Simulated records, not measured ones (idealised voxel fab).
The following is a process module called voxel self aligned vias.
Cross-section cut: width 240 nm, square cells of 5 nm.
Cross-section spec: square-cell grid; bands listed top down; each band is one or more rows.
Basically the band line says how high the top is and how high the bottom is, in nm, and then what's in it from left to right, every material with its width in nm. Empty space shows up as "empty", and if a single material carries "everywhere" it runs the full band edge to edge.
Heights are reckoned from 0. Under this level, the received wafer is all of one material. The bottommost band is open-ended downward, for example "0 nm and below".
Width spec "30..40" -> top row of cells at first value, bottom row at second value, equal per-row change in between.
"no modifications" (step): cross-section cells unchanged, all of them.
Reported under the label "Voids lacking openings" are the empty spaces having no open way to the top and comprising 8 cells or more; the notation for each is width x height at distance, in which the distance is measured from the left edge and all three values are in nm.
Read whatever lies past the settings on a step's line as the simulator's own remark about the step.
overlay nm: mask offset rightward from planned place, masked step; negative means leftward offset.
## Planned step list for the process
1: op RECEIVE | material Si
2: op CONFORMAL_DEP | material SiO2 | thk nm 15
3: op CONFORMAL_DEP | material SiCN | thk nm 5
4: op DIRECTIONAL_DEP | material lowk | thk nm 25
5: op DIRECTIONAL_DEP | material aC | thk nm 15
6: op PATTERN | tone open | mask id LINES | material resist | width nm 25 | pitch nm 65 | thk nm 35 | overlay nm 0
7: op DIRECTIONAL_ETCH | etch materials aC | depth nm 15
8: op STRIP | etch materials resist
9: op DIRECTIONAL_ETCH | etch materials lowk | depth nm 25
10: op STRIP | etch materials aC
11: op CONFORMAL_DEP | material TiN | thk nm 5
12: op FILL_DEP | material W | thk nm 5
13: op CMP | height nm 45
14: op SELECTIVE_ETCH | etch materials W Ru TiN | depth nm 10
15: op FILL_DEP | material SiN | thk nm 5
16: op CMP | height nm 45
17: op DIRECTIONAL_DEP | material lowk | thk nm 15
18: op MASKED_ETCH | tone open | mask id VIAS | width nm 35 | pitch nm 130 | etch materials lowk | depth nm 15 | overlay nm 0
19: op MASKED_ETCH | tone open | mask id VIAS | width nm 35 | pitch nm 130 | etch materials SiN | depth nm 10 | overlay nm 0
20: op CONFORMAL_DEP | material TiN | thk nm 5
21: op FILL_DEP | material Cu | thk nm 5
22: op CMP | height nm 60
23: op CONFORMAL_DEP | material SiCN | thk nm 5
## Cross-section, incoming material, after step 1
    0 nm and below  Si everywhere
    Voids lacking openings: none
## This is how the wafer looks in cross-section once the module is done, given the starting state and plan above and one mistake in carrying the plan out
    65 nm to 60 nm  SiCN everywhere
    60 nm to 50 nm  lowk 35 nm  TiN 5 nm  Cu 25 nm  TiN 5 nm  lowk 95 nm  TiN 5 nm  Cu 25 nm  TiN 5 nm  lowk 40 nm
    50 nm to 45 nm  lowk 35 nm  TiN 10 nm  Cu 15 nm  TiN 10 nm  lowk 95 nm  TiN 10 nm  Cu 15 nm  TiN 10 nm  lowk 40 nm
    45 nm to 40 nm  lowk 40 nm  TiN 5 nm  Cu 15 nm  TiN 5 nm  lowk 40 nm  SiN 25 nm  lowk 40 nm  TiN 5 nm  Cu 15 nm  TiN 5 nm  lowk 45 nm
    40 nm to 35 nm  lowk 40 nm  TiN 25 nm  lowk 40 nm  SiN 25 nm  lowk 40 nm  TiN 25 nm  lowk 45 nm
    35 nm to 30 nm  SiCN everywhere
    30 nm to 0 nm  SiO2 everywhere
    0 nm and below  Si everywhere
    Voids lacking openings: none
So what did we get wrong on this run? step 2 of the plan saw execution twice
